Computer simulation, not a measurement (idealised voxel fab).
The following process module bears the name voxel wiring stack.
Shown is cross-section cut, with a width of 190 nm and square cells of size 5 nm.
When this document writes out a cross-section, it uses a grid of square cells and lists it as bands, beginning at the top and moving down, with a band standing for one or more rows of cells.
Band: top height; bottom height; in nm. Then, left to right: material with width in nm, for each material. "everywhere": a single material spanning edge to edge. "empty": empty space.
Heads up on the height convention: 0 is the point under which the incoming wafer is all one material, and the lowest band has no bottom, it just keeps going down, like "0 -> down".
A width given as "30..40" starts at the first number in the band's top row and ends at the second number in its bottom row, shifting by an equal amount at every step from row to row.
"remained unchanged" -> step changed no cross-section cell.
Entry "Closed void roster". Content: empty spaces with no open connection to the top, size 8 cells or greater. Each: width x height at distance. Distance: from left edge. Unit: nm.
On a step's line, text after the settings is the simulator commenting on that step.
overlay nm: on a step with a mask, how far right of its planned place the mask lay; negative means left.
Planned step list for the process:
step 1: RECEIVE (material Si)
step 2: CONFORMAL_DEP (material SiO2; thk nm 10)
step 3: CONFORMAL_DEP (material SiN; thk nm 5)
step 4: DIRECTIONAL_DEP (material lowk; thk nm 15)
step 5: DIRECTIONAL_DEP (material aC; thk nm 10)
step 6: PATTERN (tone open; mask id METAL_1; material resist; width nm 30; pitch nm 60; thk nm 30; overlay nm 0)
step 7: DIRECTIONAL_ETCH (etch materials aC; depth nm 10)
step 8: STRIP (etch materials resist)
step 9: DIRECTIONAL_ETCH (etch materials lowk; depth nm 15)
step 10: DIRECTIONAL_ETCH (etch materials SiN; depth nm 5)
step 11: STRIP (etch materials aC)
step 12: CONFORMAL_DEP (material TiN; thk nm 5)
step 13: FILL_DEP (material Cu; thk nm 10)
step 14: CMP (height nm 30)
step 15: EPI (material Ru; thk nm 5)
step 16: FILL_DEP (material SiCN; thk nm 5)
step 17: DIRECTIONAL_DEP (material SiO2; thk nm 15)
step 18: PATTERN (tone open; mask id PLUG_1; material resist; width nm 15; pitch nm 60; thk nm 20; overlay nm 0)
step 19: DIRECTIONAL_ETCH (etch materials SiO2; depth nm 5)
step 20: DIRECTIONAL_ETCH (etch materials SiCN; depth nm 5)
step 21: STRIP (etch materials resist)
step 22: CONFORMAL_DEP (material TiN; thk nm 5)
step 23: FILL_DEP (material Ru; thk nm 10)
step 24: CMP (height nm 55)
step 25: DIRECTIONAL_DEP (material TiN; thk nm 5)
step 26: DIRECTIONAL_DEP (material W; thk nm 20)
step 27: MASKED_ETCH (tone cover; mask id METAL_2; width nm 30; pitch nm 60; etch materials W; depth nm 20; overlay nm 0)
step 28: MASKED_ETCH (tone cover; mask id METAL_2; width nm 30; pitch nm 60; etch materials TiN; depth nm 5; overlay nm 0)
step 29: FILL_DEP (material SiO2; thk nm 5)
step 30: CMP (height nm 80)
step 31: CONFORMAL_DEP (material SiCN; thk nm 5)
Wafers differ in depth nm at step 19; plan lists the first wafer's value; identical starting state.
first wafer as received, after step 1:
* 0 -> down | Si everywhere
* Closed void roster: none
Heads up, this table goes wafer by wafer. A row tells you, at the end of the module, how many cells of each material that wafer has put on (+) or dropped (-) since it was received, and then its closed voids:
depth nm 5, +36 Cu, +24 Ru, +90 SiCN, +20 SiN, +281 SiO2, +63 TiN, +72 W, +60 lowk, Closed void roster: none
depth nm 10, +36 Cu, +27 Ru, +90 SiCN, +20 SiN, +272 SiO2, +69 TiN, +72 W, +60 lowk, Closed void roster: none
depth nm 15, +36 Cu, +33 Ru, +81 SiCN, +20 SiN, +263 SiO2, +81 TiN, +72 W, +60 lowk, Closed void roster: none
depth nm 20, +36 Cu, +33 Ru, +81 SiCN, +20 SiN, +263 SiO2, +81 TiN, +72 W, +60 lowk, Closed void roster: none
depth nm 25, +36 Cu, +33 Ru, +81 SiCN, +20 SiN, +263 SiO2, +81 TiN, +72 W, +60 lowk, Closed void roster: none
depth nm 30, +36 Cu, +33 Ru, +81 SiCN, +20 SiN, +263 SiO2, +81 TiN, +72 W, +60 lowk, Closed void roster: none
